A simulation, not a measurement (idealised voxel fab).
Module name: voxel ribs on slabs (process module)
Section cut is 170 nm wide and gridded with 5 nm square cells.
Heads up, the way a cross-section reads in here is a grid of square cells, handed over as bands from the top down, with every band being one or more rows of cells.
In this notation a band is specified by the heights of its top and bottom, in that order and in nm, after which its materials appear from left to right, each paired with its width in nm. The word "full width" attached to a single material means that material fills the band from edge to edge; the word "empty" stands for empty space.
Height reference: 0 = level under which incoming wafer is all one material. Lowest band: no bottom, runs on downward, e.g. "0..down".
The expression "30->40" gives the width at the extremes of the band, the first number at its top row of cells and the second at its bottom row, with the width changing by equal amounts from each row to the next in between.
No cell of the cross-section changed in a step that is given as "no alterations made".
"Fully closed voids" specifies each empty space that is not open to the top and that occupies no fewer than 8 cells, using the form width x height at distance, the distance measured from the left edge and all three quantities in nm.
Past the settings on a step's line: simulator remark, on that step.
overlay nm: step with mask; distance mask lay right of planned place; negative value = left of planned place.
-- Process steps - plan
1,RECEIVE with material Si
2,DIRECTIONAL_DEP with material SiO2, thk nm 25
3,DIRECTIONAL_DEP with material SiN, thk nm 20
4,MASKED_ETCH with tone cover, mask id RIB, width nm 20, etch materials SiN, depth nm 15, overlay nm 0
5,PATTERN with tone cover, mask id SLAB, material resist, width nm 60, thk nm 15, overlay nm 0
6,DIRECTIONAL_ETCH with etch materials SiN, depth nm 5
7,STRIP with etch materials resist
8,FILL_DEP with material SiO2, thk nm 25
9,CMP with height nm 60
10,DIRECTIONAL_DEP with material TiN, thk nm 5
11,PATTERN with tone cover, mask id HEATER, material resist, width nm 30, thk nm 15, overlay nm 0
12,DIRECTIONAL_ETCH with etch materials TiN, depth nm 5
13,STRIP with etch materials resist
14,CONFORMAL_DEP with material SiN, thk nm 10
-- First of two wafers, with the run carried out as planned
-- Cross-section, incoming material, after step 1
> 0..down: Si full width
> Fully closed voids: none
-- Sectional view: wafer, after step 2
> 25..0: SiO2 full width
> At heights below 0, the structure remains unaltered.
-- Sectional view: wafer, after step 3
> 45..25: SiN full width
> At heights below 25, the structure remains unaltered.
-- Sectional view: wafer, after step 4
> 45..30: 75 of empty  20 of SiN  75 of empty
> At heights below 30, the structure remains unaltered.
-- Sectional view: wafer, after step 5
> 60..45: 55 of empty  60 of resist  55 of empty
> 45..30: 55 of empty  20 of resist  20 of SiN  20 of resist  55 of empty
> At heights below 30, the structure remains unaltered.
-- Sectional view: wafer, after step 6
> 60..45: 55 of empty  60 of resist  55 of empty
> 45..30: 55 of empty  20 of resist  20 of SiN  20 of resist  55 of empty
> 30..25: 55 of empty  60 of SiN  55 of empty
> At heights below 25, the structure remains unaltered.
-- Sectional view: wafer, after step 7
> 45..30: 75 of empty  20 of SiN  75 of empty
> At heights below 30, the structure remains unaltered.
-- Sectional view: wafer, after step 8
> 70..45: SiO2 full width
> 45..30: 75 of SiO2  20 of SiN  75 of SiO2
> 30..25: 55 of SiO2  60 of SiN  55 of SiO2
> At heights below 25, the structure remains unaltered.
-- Sectional view: wafer, after step 9
> 60..45: SiO2 full width
> At heights below 45, the structure remains unaltered.
-- Sectional view: wafer, after step 10
> 65..60: TiN full width
> At heights below 60, the structure remains unaltered.
-- Sectional view: wafer, after step 11
> 80..65: 70 of empty  30 of resist  70 of empty
> At heights below 65, the structure remains unaltered.
-- Sectional view: wafer, after step 12
> 80..65: 70 of empty  30 of resist  70 of empty
> 65..60: 70 of empty  30 of TiN  70 of empty
> At heights below 60, the structure remains unaltered.
-- Sectional view: wafer, after step 13
> 65..60: 70 of empty  30 of TiN  70 of empty
> At heights below 60, the structure remains unaltered.
-- Sectional view: wafer, after step 14
> 75..70: 60 of empty  50 of SiN  60 of empty
> 70..65: SiN full width
> 65..60: 70 of SiN  30 of TiN  70 of SiN
> At heights below 60, the structure remains unaltered.
-- Wafer two of two - same starting point, same process plan, one mistake in execution; matches wafer one up to and including step 13
-- Cross-section: second wafer, time at which step 14 was scheduled to end
> 75..70: 60 of empty  50 of SiO2  60 of empty
> 70..65: SiO2 full width
> 65..60: 70 of SiO2  30 of TiN  70 of SiO2
> At heights below 60, the structure remains unaltered.
Finding, execution versus plan: step 14 went in with a setting other than planned; the actual run was CONFORMAL_DEP with material SiO2, thk nm 10
Materials where the second wafer ends with more or fewer cells than the first: 72 fewer of SiN, 72 more of SiO2
